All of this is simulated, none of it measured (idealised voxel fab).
The name of this process module is voxel self aligned contacts.
cross-section cut | 170 nm wide | cells 5 nm
Square cells in a grid make up a cross-section in this document, and the grid is given as bands, listed from the top down, each one or more rows of cells. Look at the band entry: it leads with the top's height and the bottom's height in nm. Then it lists the materials left to right, with a width in nm for each. The word "edge to edge" on a single material says that material fills the band edge to edge. The word "air" is empty space. Heights are reckoned from 0. Under this level, the received wafer is all of one material. The bottommost band is open-ended downward, for example "top 0, no bottom". The two numbers in a width such as "30..40" mark its ends across the band: the first belongs to the top row of cells, the second to the bottom row, and from each row to the next the width moves by the same amount. "changes: none", as given for a step, is the statement that not any cell of the cross-section underwent a change during that step. Entry "Enclosed cavities". Content: empty spaces with no open connection to the top, size 8 cells or greater. Each: width x height at distance. Distance: from left edge. Unit: nm. On each step's line, the part that comes after the settings is the simulator's own comment on the step. The setting "overlay nm" may be written on the line of a step. When the step uses a mask, the value reports how far to the right of the planned place the mask lay, and a negative value reports that it lay to the left.
Here's what the planned process steps look like:
1. RECEIVE: material Si
2. CONFORMAL_DEP: material SiO2, thk nm 5
3. DIRECTIONAL_DEP: material polySi, thk nm 30
4. DIRECTIONAL_DEP: material SiN, thk nm 15
5. MASKED_ETCH: tone cover, mask id GATE, width nm 25, pitch nm 50, etch materials SiN, depth nm 15, overlay nm 0
6. MASKED_ETCH: tone cover, mask id GATE, width nm 25, pitch nm 50, etch materials polySi, depth nm 30, overlay nm 0
7. CONFORMAL_DEP: material SiN, thk nm 5
8. DIRECTIONAL_ETCH: etch materials SiN, depth nm 5
9. FILL_DEP: material SiO2, thk nm 15
10. CMP: height nm 60
11. DIRECTIONAL_DEP: material aC, thk nm 10
12. PATTERN: tone open, mask id CONTACT, material resist, width nm 35, pitch nm 50, thk nm 30, overlay nm 0
13. DIRECTIONAL_ETCH: etch materials aC, depth nm 10
14. STRIP: etch materials resist
15. DIRECTIONAL_ETCH: etch materials SiO2, depth nm 60
16. STRIP: etch materials aC
17. CONFORMAL_DEP: material TiN, thk nm 5
18. FILL_DEP: material Ru, thk nm 5
19. CMP: height nm 60
20. CONFORMAL_DEP: material SiCN, thk nm 5
Cross-section: wafer on arrival = after step 1:
top 0, no bottom | Si edge to edge
Enclosed cavities: none
One mistake in running the module, otherwise start and plan as above: cross-section at the end:
top 65, bottom 60 | SiCN edge to edge
top 60, bottom 50 | SiO2=40  TiN=5  Ru=25  TiN=5  SiO2=15  TiN=5  Ru=25  TiN=5  SiO2=45
top 50, bottom 45 | SiO2=40  TiN=15  Ru=5  TiN=15  SiO2=15  TiN=15  Ru=5  TiN=15  SiO2=45
top 45, bottom 30 | SiO2=15  SiN=35  TiN=5  Ru=5  TiN=5  SiN=35  TiN=5  Ru=5  TiN=5  SiN=35  SiO2=20
top 30, bottom 5 | SiO2=15  SiN=5  polySi=25  SiN=5  TiN=5  Ru=5  TiN=5  SiN=5  polySi=25  SiN=5  TiN=5  Ru=5  TiN=5  SiN=5  polySi=25  SiN=5  SiO2=20
top 5, bottom 0 | SiO2=15  SiN=5  polySi=25  SiN=5  TiN=15  SiN=5  polySi=25  SiN=5  TiN=15  SiN=5  polySi=25  SiN=5  SiO2=20
top 0, no bottom | Si edge to edge
Enclosed cavities: none
What broke from the plan during processing? step 2 of the plan got skipped, so it never ran
